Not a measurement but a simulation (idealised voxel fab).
process module | voxel released beams
cross-section cut | 260 nm wide | cells 5 nm
A cross-section is a grid of square cells, given in bands from the top down. A band is one or more rows of cells.
Each band's line starts with the height of the band's top and of its bottom, in nm. Then come its materials from left to right, each with its width in nm. One material with "throughout" fills the band from edge to edge. "air" is empty space.
Height 0 is the level under which the wafer as received is all one material. The lowest band goes on downwards, as in "0 down".
A width such as "30 to 40" changes by the same amount from each row of cells to the next, from the band's top row to its bottom row.
"no change" after a step means that no cell of the cross-section changed.
closed voids: empty space of 8 cells or more with no open way to the top, each as width x height at its distance from the left edge, in nm
after a step's settings: what the simulator itself notes on the step
overlay nm, on a step with a mask: how far to the right of its planned place the mask lay; to the left if negative
plan
1 op RECEIVE | material Si
2 op CONFORMAL_DEP | material SiN | thk nm 10
3 op DIRECTIONAL_DEP | material SiO2 | thk nm 20
4 op PATTERN | tone open | mask id ANCHOR | material resist | width nm 45 | thk nm 15 | overlay nm 0
5 op DIRECTIONAL_ETCH | etch materials SiO2 | depth nm 20
6 op STRIP | etch materials resist
7 op CONFORMAL_DEP | material polySi | thk nm 15
8 op DIRECTIONAL_DEP | material aC | thk nm 10
9 op PATTERN | tone cover | mask id BEAM | material resist | width nm 95 | thk nm 25 | overlay nm 0
10 op DIRECTIONAL_ETCH | etch materials aC | depth nm 10
11 op STRIP | etch materials resist
12 op DIRECTIONAL_ETCH | etch materials polySi | depth nm 15
13 op STRIP | etch materials aC
14 op STRIP | etch materials SiO2
first wafer, as planned
as received, after step 1
  0 down: Si throughout
  closed voids: none
after step 2
  10 to 0: SiN throughout
  below 0: unchanged
after step 3
  30 to 10: SiO2 throughout
  below 10: unchanged
after step 4
  45 to 30: resist 85 | air 45 | resist 130
  below 30: unchanged
after step 5
  45 to 30: resist 85 | air 45 | resist 130
  30 to 10: SiO2 85 | air 45 | SiO2 130
  below 10: unchanged
after step 6
  30 to 10: SiO2 85 | air 45 | SiO2 130
  below 10: unchanged
after step 7
  45 to 30: polySi 100 | air 15 | polySi 145
  30 to 25: SiO2 85 | polySi 15 | air 15 | polySi 15 | SiO2 130
  25 to 10: SiO2 85 | polySi 45 | SiO2 130
  below 10: unchanged
after step 8
  55 to 45: aC 100 | air 15 | aC 145
  45 to 35: polySi 100 | air 15 | polySi 145
  35 to 30: polySi 100 | aC 15 | polySi 145
  30 to 25: SiO2 85 | polySi 15 | aC 15 | polySi 15 | SiO2 130
  below 25: unchanged
after step 9
  80 to 55: air 80 | resist 95 | air 85
  55 to 45: aC 100 | resist 15 | aC 145
  45 to 35: polySi 100 | resist 15 | polySi 145
  below 35: unchanged
after step 10
  70 to 55: air 80 | resist 95 | air 85
  55 to 45: air 80 | aC 20 | resist 15 | aC 60 | air 85
  below 45: unchanged
after step 11
  55 to 45: air 80 | aC 20 | air 15 | aC 60 | air 85
  45 to 35: polySi 100 | air 15 | polySi 145
  below 35: unchanged
after step 12
  55 to 45: air 80 | aC 20 | air 15 | aC 60 | air 85
  45 to 35: air 80 | polySi 20 | air 15 | polySi 60 | air 85
  35 to 30: air 80 | polySi 20 | aC 15 | polySi 60 | air 85
  below 30: unchanged
after step 13
  45 to 30: air 80 | polySi 20 | air 15 | polySi 60 | air 85
  30 to 25: SiO2 85 | polySi 15 | air 15 | polySi 15 | SiO2 130
  below 25: unchanged
after step 14
  45 to 30: air 80 | polySi 20 | air 15 | polySi 60 | air 85
  30 to 25: air 85 | polySi 15 | air 15 | polySi 15 | air 130
  25 to 10: air 85 | polySi 45 | air 130
  below 10: unchanged
second wafer: like start, like plan, one mistake. Through step 1 it matches the first wafer
when step 2 should have ended
  10 to 0: polySi throughout
  below 0: unchanged
when step 3 should have ended
  30 to 10: SiO2 throughout
  below 10: unchanged
when step 4 should have ended
  45 to 30: resist 85 | air 45 | resist 130
  below 30: unchanged
when step 5 should have ended
  45 to 30: resist 85 | air 45 | resist 130
  30 to 10: SiO2 85 | air 45 | SiO2 130
  below 10: unchanged
when step 6 should have ended
  30 to 10: SiO2 85 | air 45 | SiO2 130
  below 10: unchanged
when step 7 should have ended
  45 to 30: polySi 100 | air 15 | polySi 145
  30 to 25: SiO2 85 | polySi 15 | air 15 | polySi 15 | SiO2 130
  25 to 10: SiO2 85 | polySi 45 | SiO2 130
  below 10: unchanged
when step 8 should have ended
  55 to 45: aC 100 | air 15 | aC 145
  45 to 35: polySi 100 | air 15 | polySi 145
  35 to 30: polySi 100 | aC 15 | polySi 145
  30 to 25: SiO2 85 | polySi 15 | aC 15 | polySi 15 | SiO2 130
  below 25: unchanged
when step 9 should have ended
  80 to 55: air 80 | resist 95 | air 85
  55 to 45: aC 100 | resist 15 | aC 145
  45 to 35: polySi 100 | resist 15 | polySi 145
  below 35: unchanged
when step 10 should have ended
  70 to 55: air 80 | resist 95 | air 85
  55 to 45: air 80 | aC 20 | resist 15 | aC 60 | air 85
  below 45: unchanged
when step 11 should have ended
  55 to 45: air 80 | aC 20 | air 15 | aC 60 | air 85
  45 to 35: polySi 100 | air 15 | polySi 145
  below 35: unchanged
when step 12 should have ended
  55 to 45: air 80 | aC 20 | air 15 | aC 60 | air 85
  45 to 35: air 80 | polySi 20 | air 15 | polySi 60 | air 85
  35 to 30: air 80 | polySi 20 | aC 15 | polySi 60 | air 85
  below 30: unchanged
when step 13 should have ended
  45 to 30: air 80 | polySi 20 | air 15 | polySi 60 | air 85
  30 to 25: SiO2 85 | polySi 15 | air 15 | polySi 15 | SiO2 130
  below 25: unchanged
when step 14 should have ended
  45 to 30: air 80 | polySi 20 | air 15 | polySi 60 | air 85
  30 to 25: air 85 | polySi 15 | air 15 | polySi 15 | air 130
  25 to 10: air 85 | polySi 45 | air 130
  below 10: unchanged
what went wrong: step 2 ran as: op CONFORMAL_DEP | material polySi | thk nm 10
at the end the second wafer has, in cells: 104 fewer of SiN | 104 more of polySi
